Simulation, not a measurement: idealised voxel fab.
Process module in this document: voxel gate over fins
This is section cut - it's 165 nm across, gridded in 5 nm square cells.
In this document a cross-section is written as a grid of square cells. It is given as a series of bands, listed from the top down, and a band is one or more rows of cells.
For a band, the entry starts with two heights in nm, that of the top and then that of the bottom, and carries on with the band's materials in order from left to right, each alongside its width in nm; the word "full width" beside a single material means it fills the band edge to edge, and "blank" means empty space.
Heights from 0 (as-received wafer is one material below). Bottom band endless downward, as "z 0 and below".
A width given as "30->40" starts at the first number in the band's top row and ends at the second number in its bottom row, shifting by an equal amount at every step from row to row.
Take "left unchanged" at face value: in the step it is given for, the cross-section changed in none of its cells.
"Closed void list": sealed empty spaces, 8 cells or more, no open way to top, listed width x height at distance, with distance from the left edge and width, height and distance in nm.
Past the settings on a step's line: simulator remark, on that step.
"overlay nm", when on a step's line for a step with a mask, measures how far to the right of its planned place the mask lay; a negative measure means to the left.
Listed below are the process steps as planned
1) RECEIVE, material Si
2) CONFORMAL_DEP, material SiN, thk nm 5
3) MASKED_ETCH, tone cover, mask id FINS, width nm 15, pitch nm 45, etch materials SiN, depth nm 5, overlay nm 0
4) MASKED_ETCH, tone cover, mask id FINS, width nm 15, pitch nm 45, etch materials Si, depth nm 30, overlay nm 0
5) OXIDIZE, depth nm 5
6) FILL_DEP, material SiO2, thk nm 10
7) CMP, height nm 5
8) SELECTIVE_ETCH, etch materials SiO2, depth nm 20
9) STRIP, etch materials SiN
10) CONFORMAL_DEP, material HfO2, thk nm 5
11) CONFORMAL_DEP, material TiN, thk nm 5
12) FILL_DEP, material W, thk nm 15
13) CMP, height nm 20
14) CONFORMAL_DEP, material SiN, thk nm 10
Wafer as received: cross-section following step 1
* z 0 and below | Si full width
* Closed void list: none
Wafer cross-section at module end: first of two, run to plan
* z 30 to 20 | SiN full width
* z 20 to 10 | W full width
* z 10 to 5 | 25 of W | 25 of TiN | 20 of W | 25 of TiN | 20 of W | 25 of TiN | 25 of W
* z 5 to 0 | 25 of W | 5 of TiN | 15 of HfO2 | 5 of TiN | 20 of W | 5 of TiN | 15 of HfO2 | 5 of TiN | 20 of W | 5 of TiN | 15 of HfO2 | 5 of TiN | 25 of W
* z 0 to -5 | 25 of W | 5 of TiN | 5 of HfO2 | 5 of Si | 5 of HfO2 | 5 of TiN | 20 of W | 5 of TiN | 5 of HfO2 | 5 of Si | 5 of HfO2 | 5 of TiN | 20 of W | 5 of TiN | 5 of HfO2 | 5 of Si | 5 of HfO2 | 5 of TiN | 25 of W
* z -5 to -10 | 30 of TiN | 5 of HfO2 | 5 of Si | 5 of HfO2 | 30 of TiN | 5 of HfO2 | 5 of Si | 5 of HfO2 | 30 of TiN | 5 of HfO2 | 5 of Si | 5 of HfO2 | 30 of TiN
* z -10 to -15 | 35 of HfO2 | 5 of Si | 40 of HfO2 | 5 of Si | 40 of HfO2 | 5 of Si | 35 of HfO2
* z -15 to -35 | 35 of SiO2 | 5 of Si | 40 of SiO2 | 5 of Si | 40 of SiO2 | 5 of Si | 35 of SiO2
* z -35 and below | Si full width
* Closed void list: none
Module end: cross-section of wafer two of two. Same start and process plan as the first wafer. One mistake during execution
* z 30 to 20 | SiN full width
* z 20 to 10 | W full width
* z 10 to 5 | 25 of W | 25 of TiN | 20 of W | 25 of TiN | 20 of W | 25 of TiN | 25 of W
* z 5 to 0 | 25 of W | 5 of TiN | 15 of HfO2 | 5 of TiN | 20 of W | 5 of TiN | 15 of HfO2 | 5 of TiN | 20 of W | 5 of TiN | 15 of HfO2 | 5 of TiN | 25 of W
* z 0 to -5 | 25 of W | 5 of TiN | 5 of HfO2 | 5 of Si | 5 of HfO2 | 5 of TiN | 20 of W | 5 of TiN | 5 of HfO2 | 5 of Si | 5 of HfO2 | 5 of TiN | 20 of W | 5 of TiN | 5 of HfO2 | 5 of Si | 5 of HfO2 | 5 of TiN | 25 of W
* z -5 to -10 | 30 of TiN | 5 of HfO2 | 5 of Si | 5 of HfO2 | 30 of TiN | 5 of HfO2 | 5 of Si | 5 of HfO2 | 30 of TiN | 5 of HfO2 | 5 of Si | 5 of HfO2 | 30 of TiN
* z -10 to -15 | 35 of HfO2 | 5 of Si | 40 of HfO2 | 5 of Si | 40 of HfO2 | 5 of Si | 35 of HfO2
* z -15 to -40 | 35 of SiO2 | 5 of Si | 40 of SiO2 | 5 of Si | 40 of SiO2 | 5 of Si | 35 of SiO2
* z -40 and below | Si full width
* Closed void list: none
What was done differently from what was planned? step 4, actual vs plan mismatch, actual run MASKED_ETCH, tone cover, mask id FINS, width nm 15, pitch nm 45, etch materials Si, depth nm 35, overlay nm 0
Bottom line after processing is that, in cells, the second wafer is up or down on some materials versus the first: -30 Si; +30 SiO2
